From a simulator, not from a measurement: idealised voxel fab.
A process module follows: voxel transistor to metal.
Pictured: cross-section cut, 200 nm wide, on a grid of 5 nm square cells.
Heads up, the way a cross-section reads in here is a grid of square cells, handed over as bands from the top down, with every band being one or more rows of cells.
Within each band entry, the heights of the top and of the bottom of the band appear first, in that order and in nm; the materials of the band then follow from left to right, each with its corresponding width in nm. The designation "edge to edge" on a single material indicates that it fills the band from edge to edge; the designation "blank" indicates empty space.
Basically, 0 is our baseline, since under it the wafer straight out of the box is all one material. The bottom band has no lower end and keeps on going down, so it looks like "from 0 down".
Width: "30 to 40" (first number = top row, second number = bottom row, same change from row to row of cells).
Step marked "changes: none"? Then no cell in the cross-section changed in it.
Each empty space that has no open way to the top and spans at least 8 cells appears under "Closed void register" as width x height at distance, the distance counted from the left edge, all in nm.
On each step's line, the part that comes after the settings is the simulator's own comment on the step.
"overlay nm" answers the question of how far to the right of plan the mask lay on a step that has a mask, and when it is negative the answer is to the left.

# Set out below are the planned steps of the process
1. RECEIVE | material Si
2. OXIDIZE | depth nm 5
3. CONFORMAL_DEP | material SiN | thk nm 15
4. MASKED_ETCH | tone cover | mask id ACTIVE | width nm 105 | etch materials SiN | depth nm 15 | overlay nm 0
5. MASKED_ETCH | tone cover | mask id ACTIVE | width nm 105 | etch materials SiO2 | depth nm 5 | overlay nm 0
6. MASKED_ETCH | tone cover | mask id ACTIVE | width nm 105 | etch materials Si | depth nm 25 | overlay nm 0
7. FILL_DEP | material SiO2 | thk nm 5
8. CMP | height nm 15
9. SELECTIVE_ETCH | etch materials SiO2 | depth nm 15
10. STRIP | etch materials SiN
11. SELECTIVE_ETCH | etch materials SiO2 | depth nm 5
12. OXIDIZE | depth nm 5
13. DIRECTIONAL_DEP | material polySi | thk nm 20
14. DIRECTIONAL_DEP | material SiCN | thk nm 15
15. PATTERN | tone cover | mask id GATE | material resist | width nm 25 | thk nm 15 | overlay nm 0
16. DIRECTIONAL_ETCH | etch materials SiCN | depth nm 25
17. DIRECTIONAL_ETCH | etch materials polySi | depth nm 30
18. STRIP | etch materials resist
19. CONFORMAL_DEP | material SiN | thk nm 10
20. DIRECTIONAL_ETCH | etch materials SiN | depth nm 10
21. DIRECTIONAL_ETCH | etch materials SiO2 | depth nm 5
22. DIRECTIONAL_ETCH | etch materials Si | depth nm 5
23. EPI | material pSi | thk nm 5
24. FILL_DEP | material SiO2 | thk nm 5
25. CMP | height nm 15
26. STRIP | etch materials polySi
27. SELECTIVE_ETCH | etch materials SiO2 | depth nm 5
28. CONFORMAL_DEP | material HfO2 | thk nm 5
29. CONFORMAL_DEP | material TiN | thk nm 5
30. FILL_DEP | material W | thk nm 10
31. CMP | height nm 10
32. DIRECTIONAL_DEP | material SiO2 | thk nm 15
33. MASKED_ETCH | tone open | mask id CONTACT | width nm 15 | pitch nm 80 | etch materials SiO2 | depth nm 35 | overlay nm 0
34. CONFORMAL_DEP | material TiN | thk nm 5
35. FILL_DEP | material W | thk nm 10
36. CMP | height nm 25
37. CONFORMAL_DEP | material SiN | thk nm 5
38. DIRECTIONAL_DEP | material lowk | thk nm 25
39. DIRECTIONAL_DEP | material aC | thk nm 10
40. PATTERN | tone open | mask id METAL_1 | material resist | width nm 15 | pitch nm 80 | thk nm 30 | overlay nm 0
41. DIRECTIONAL_ETCH | etch materials aC | depth nm 10
42. STRIP | etch materials resist
43. DIRECTIONAL_ETCH | etch materials lowk | depth nm 25
44. DIRECTIONAL_ETCH | etch materials SiN | depth nm 5
45. STRIP | etch materials aC
46. CONFORMAL_DEP | material TiN | thk nm 5
47. FILL_DEP | material Ru | thk nm 5
48. CMP | height nm 55
49. CONFORMAL_DEP | material SiN | thk nm 5

# Step 1 complete: cross-section of the wafer as received
from 0 down = Si edge to edge
Closed void register: none

# Module complete - cross-section of the first of two wafers, run according to plan
from 60 to 55 = SiN edge to edge
from 55 to 30 = lowk 50, then TiN 5, then Ru 5, then TiN 5, then lowk 65, then TiN 5, then Ru 5, then TiN 5, then lowk 55
from 30 to 25 = SiN 50, then TiN 15, then SiN 65, then TiN 15, then SiN 55
from 25 to 10 = SiO2 50, then TiN 5, then W 5, then TiN 5, then SiO2 65, then TiN 5, then W 5, then TiN 5, then SiO2 55
from 10 to 0 = SiO2 50, then TiN 5, then W 5, then TiN 5, then SiO2 10, then SiN 10, then HfO2 5, then TiN 5, then W 5, then TiN 5, then HfO2 5, then SiN 10, then SiO2 10, then TiN 5, then W 5, then TiN 5, then SiO2 55
from 0 to -5 = SiO2 50, then TiN 5, then W 5, then TiN 5, then SiO2 10, then SiN 10, then HfO2 5, then TiN 15, then HfO2 5, then SiN 10, then SiO2 10, then TiN 5, then W 5, then TiN 5, then SiO2 55
from -5 to -10 = SiO2 50, then TiN 15, then SiO2 5, then pSi 5, then SiO2 5, then HfO2 35, then SiO2 5, then pSi 5, then SiO2 5, then TiN 15, then SiO2 55
from -10 to -15 = SiO2 45, then pSi 30, then Si 45, then pSi 30, then SiO2 50
from -15 to -30 = SiO2 45, then Si 105, then SiO2 50
from -30 down = Si edge to edge
Closed void register: none

# The second wafer, shown in cross-section after the module: started the same way as the first and given the same plan, yet one mistake crept into how it was run
from 60 to 55 = SiN edge to edge
from 55 to 30 = lowk 50, then TiN 5, then Ru 5, then TiN 5, then lowk 65, then TiN 5, then Ru 5, then TiN 5, then lowk 55
from 30 to 25 = SiN 50, then TiN 15, then SiN 65, then TiN 15, then SiN 55
from 25 to 20 = W 65, then TiN 30, then W 5, then TiN 30, then W 70
from 20 to 15 = TiN 70, then HfO2 20, then TiN 5, then W 5, then TiN 5, then HfO2 20, then TiN 75
from 15 to 10 = HfO2 75, then SiN 10, then HfO2 5, then TiN 5, then W 5, then TiN 5, then HfO2 5, then SiN 10, then HfO2 80
from 10 to 0 = SiO2 75, then SiN 10, then HfO2 5, then TiN 5, then W 5, then TiN 5, then HfO2 5, then SiN 10, then SiO2 80
from 0 to -5 = SiO2 75, then SiN 10, then HfO2 5, then TiN 15, then HfO2 5, then SiN 10, then SiO2 80
from -5 to -10 = SiO2 70, then pSi 5, then SiO2 5, then HfO2 35, then SiO2 5, then pSi 5, then SiO2 75
from -10 to -15 = SiO2 45, then pSi 30, then Si 45, then pSi 30, then SiO2 50
from -15 to -30 = SiO2 45, then Si 105, then SiO2 50
from -30 down = Si edge to edge
Closed void register: none
What went wrong in running the wafer? step 31 from the plan never happened, it was just skipped
Final difference in cells, second wafer against first, listed per material as more or fewer: HfO2 +41, SiN +4, SiO2 -78, TiN +15, W +18
